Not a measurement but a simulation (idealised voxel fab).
Presented below is a process module, voxel capacitor over wiring.
The width of the displayed cross-section, cut, is 250 nm; its cells are square, with a size of 5 nm.
Cross-sections here: square-cell grids, written as top-down lists of bands, a band being one or more rows of cells.
It is stipulated that each band's entry specify, in nanometres, the height of the top of the band and then that of its bottom, followed by the materials of the band in left-to-right sequence, each together with its width in nanometres. A single material marked by the word "all across" is understood to fill the band from edge to edge; the word "blank" is understood to denote empty space.
Heads up on the height convention: 0 is the point under which the incoming wafer is all one material, and the lowest band has no bottom, it just keeps going down, like "0 and below".
Width "30->40": first value at the band's top row of cells, second value at its bottom row, equal change from row to row.
The designation "nothing got changed", where it is given for a processing step, indicates that no cell of the cross-section was altered in the course of that step.
The list in "Non-vented voids" covers empty spaces of 8 cells or more that cannot reach the top through any open way, and it gives each as width x height at distance; the distance is from the left edge, and width, height and distance are in nm.
Formally, on a step line, whatever follows the settings is a remark that the simulator itself makes on the step.
overlay nm: step with mask; distance mask lay right of planned place; negative value = left of planned place.
[The planned process steps are enumerated hereunder]
1) RECEIVE,material Si
2) CONFORMAL_DEP,material SiO2,thk nm 10
3) DIRECTIONAL_DEP,material TiN,thk nm 5
4) DIRECTIONAL_DEP,material W,thk nm 15
5) DIRECTIONAL_DEP,material aC,thk nm 10
6) PATTERN,tone cover,mask id METAL_1,material resist,width nm 25,pitch nm 90,thk nm 25,overlay nm 0
7) DIRECTIONAL_ETCH,etch materials aC,depth nm 10
8) STRIP,etch materials resist
9) DIRECTIONAL_ETCH,etch materials W,depth nm 15
10) DIRECTIONAL_ETCH,etch materials TiN,depth nm 5
11) STRIP,etch materials aC
12) CONFORMAL_DEP,material SiCN,thk nm 5
13) FILL_DEP,material SiO2,thk nm 5
14) CMP,height nm 30
15) CONFORMAL_DEP,material SiCN,thk nm 5
16) DIRECTIONAL_DEP,material SiO2,thk nm 15
17) MASKED_ETCH,tone open,mask id PLUG_1,width nm 15,etch materials SiO2,depth nm 15,overlay nm 0
18) MASKED_ETCH,tone open,mask id PLUG_1,width nm 15,etch materials SiCN,depth nm 5,overlay nm 0
19) EPI,material Ru,thk nm 10
20) EPI,material Ru,thk nm 10
21) DIRECTIONAL_DEP,material TiN,thk nm 10
22) DIRECTIONAL_DEP,material SiN,thk nm 5
23) DIRECTIONAL_DEP,material TiN,thk nm 10
24) MASKED_ETCH,tone cover,mask id UPPER_PLATE,width nm 70,etch materials TiN,depth nm 10,overlay nm 0
25) MASKED_ETCH,tone cover,mask id UPPER_PLATE,width nm 70,etch materials SiN,depth nm 5,overlay nm 0
26) PATTERN,tone cover,mask id LOWER_PLATE,material resist,width nm 80,thk nm 20,overlay nm 0
27) DIRECTIONAL_ETCH,etch materials TiN,depth nm 10
28) STRIP,etch materials resist
29) FILL_DEP,material SiO2,thk nm 20
30) CMP,height nm 90
31) DIRECTIONAL_DEP,material aC,thk nm 15
32) PATTERN,tone open,mask id PLUG_2,material resist,width nm 15,thk nm 30,overlay nm 0
33) DIRECTIONAL_ETCH,etch materials aC,depth nm 15
34) STRIP,etch materials resist
35) DIRECTIONAL_ETCH,etch materials SiO2,depth nm 15
36) STRIP,etch materials aC
37) CONFORMAL_DEP,material TiN,thk nm 5
38) FILL_DEP,material Ru,thk nm 5
39) CMP,height nm 90
40) CONFORMAL_DEP,material SiCN,thk nm 5
[Cross-section: wafer on arrival = after step 1]
0 and below  Si all across
Non-vented voids: none
[Below is the wafer in cross-section after the module was completed. It began from the starting point shown above and followed the plan shown above, except that one mistake was made while running it]
95 down to 90  SiCN all across
90 down to 80  85 of SiO2, then 5 of TiN, then 5 of Ru, then 5 of TiN, then 150 of SiO2
80 down to 75  85 of SiO2, then 15 of TiN, then 150 of SiO2
75 down to 65  75 of SiO2, then 70 of TiN, then 105 of SiO2
65 down to 60  75 of SiO2, then 70 of SiN, then 105 of SiO2
60 down to 50  65 of SiO2, then 90 of TiN, then 95 of SiO2
50 down to 35  75 of SiO2, then 15 of Ru, then 160 of SiO2
35 down to 30  75 of SiCN, then 15 of Ru, then 160 of SiCN
30 down to 15  60 of SiO2, then 5 of SiCN, then 25 of W, then 5 of SiCN, then 55 of SiO2, then 5 of SiCN, then 25 of W, then 5 of SiCN, then 65 of SiO2
15 down to 10  65 of SiCN, then 25 of TiN, then 65 of SiCN, then 25 of TiN, then 70 of SiCN
10 down to 0  SiO2 all across
0 and below  Si all across
Non-vented voids: none
Misprocessing identified: step 26 ran differently from the plan; actual operation with settings: PATTERN,tone cover,mask id LOWER_PLATE,material resist,width nm 90,thk nm 20,overlay nm 0
